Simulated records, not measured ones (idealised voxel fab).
The process module presented herein is designated voxel ribs on slabs.
The width of the displayed cross-section, cut, is 240 nm; its cells are square, with a size of 5 nm.
Cross-section, as written here: a square-cell grid given band by band from the top down, where a band holds one or more rows of cells.
Look at the band entry: it leads with the top's height and the bottom's height in nm. Then it lists the materials left to right, with a width in nm for each. The word "edge to edge" on a single material says that material fills the band edge to edge. The word "air" is empty space.
Counting heights begins at 0, where everything beneath is, in the wafer as received, one material. The lowest band has no bottom; it goes on downwards, as "top 0, no bottom" shows.
You'd read "30 to 40" like this: the band's top row of cells is as wide as the first number, its bottom row is as wide as the second, and going down, every row changes width by the same amount as the row before did.
Where a step carries "all unchanged", the cross-section came out of it unchanged, cell for cell.
"Enclosed empty spaces" - sealed voids, min. 8 cells, no opening to top; format: width x height at distance (distance from left edge; nm throughout).
Anything after a step's settings on that line? It's the simulator's own note about the step.
When a step includes a mask, the "overlay nm" setting on its line states how far to the right of its planned place that mask lay, and negative values state how far to the left.

The process steps that were planned are listed below
| 1 | RECEIVE,material Si |
| 2 | DIRECTIONAL_DEP,material SiO2,thk nm 30 |
| 3 | DIRECTIONAL_DEP,material SiN,thk nm 20 |
| 4 | MASKED_ETCH,tone cover,mask id RIB,width nm 25,etch materials SiN,depth nm 5,overlay nm 0 |
| 5 | PATTERN,tone cover,mask id SLAB,material resist,width nm 65,thk nm 20,overlay nm 0 |
| 6 | DIRECTIONAL_ETCH,etch materials SiN,depth nm 15 |
| 7 | STRIP,etch materials resist |
| 8 | FILL_DEP,material SiO2,thk nm 15 |
| 9 | CMP,height nm 60 |
| 10 | DIRECTIONAL_DEP,material TiN,thk nm 5 |
| 11 | DIRECTIONAL_DEP,material aC,thk nm 10 |
| 12 | PATTERN,tone cover,mask id HEATER,material resist,width nm 35,thk nm 25,overlay nm 0 |
| 13 | DIRECTIONAL_ETCH,etch materials aC,depth nm 10 |
| 14 | STRIP,etch materials resist |
| 15 | DIRECTIONAL_ETCH,etch materials TiN,depth nm 5 |
| 16 | STRIP,etch materials aC |
| 17 | CONFORMAL_DEP,material SiO2,thk nm 10 |

Step 1 complete: cross-section of the wafer as received
  top 0, no bottom: Si edge to edge
  Enclosed empty spaces: none

First of two wafers, end-of-module section, run followed plan
  top 75, bottom 70: air 90 nm; SiO2 55 nm; air 95 nm
  top 70, bottom 65: SiO2 edge to edge
  top 65, bottom 60: SiO2 100 nm; TiN 35 nm; SiO2 105 nm
  top 60, bottom 50: SiO2 edge to edge
  top 50, bottom 45: SiO2 105 nm; SiN 25 nm; SiO2 110 nm
  top 45, bottom 30: SiO2 85 nm; SiN 65 nm; SiO2 90 nm
  top 30, bottom 0: SiO2 edge to edge
  top 0, no bottom: Si edge to edge
  Enclosed empty spaces: none

End-of-module cross-section of the second wafer: identical starting point and process plan to the first, with one processing mistake
  top 65, bottom 60: air 100 nm; TiN 35 nm; air 105 nm
  top 60, bottom 50: SiO2 edge to edge
  top 50, bottom 45: SiO2 105 nm; SiN 25 nm; SiO2 110 nm
  top 45, bottom 30: SiO2 85 nm; SiN 65 nm; SiO2 90 nm
  top 30, bottom 0: SiO2 edge to edge
  top 0, no bottom: Si edge to edge
  Enclosed empty spaces: none
Processing error: step 17 was dropped from the plan's execution and never run
Bottom line after processing is that, in cells, the second wafer is up or down on some materials versus the first: -100 SiO2
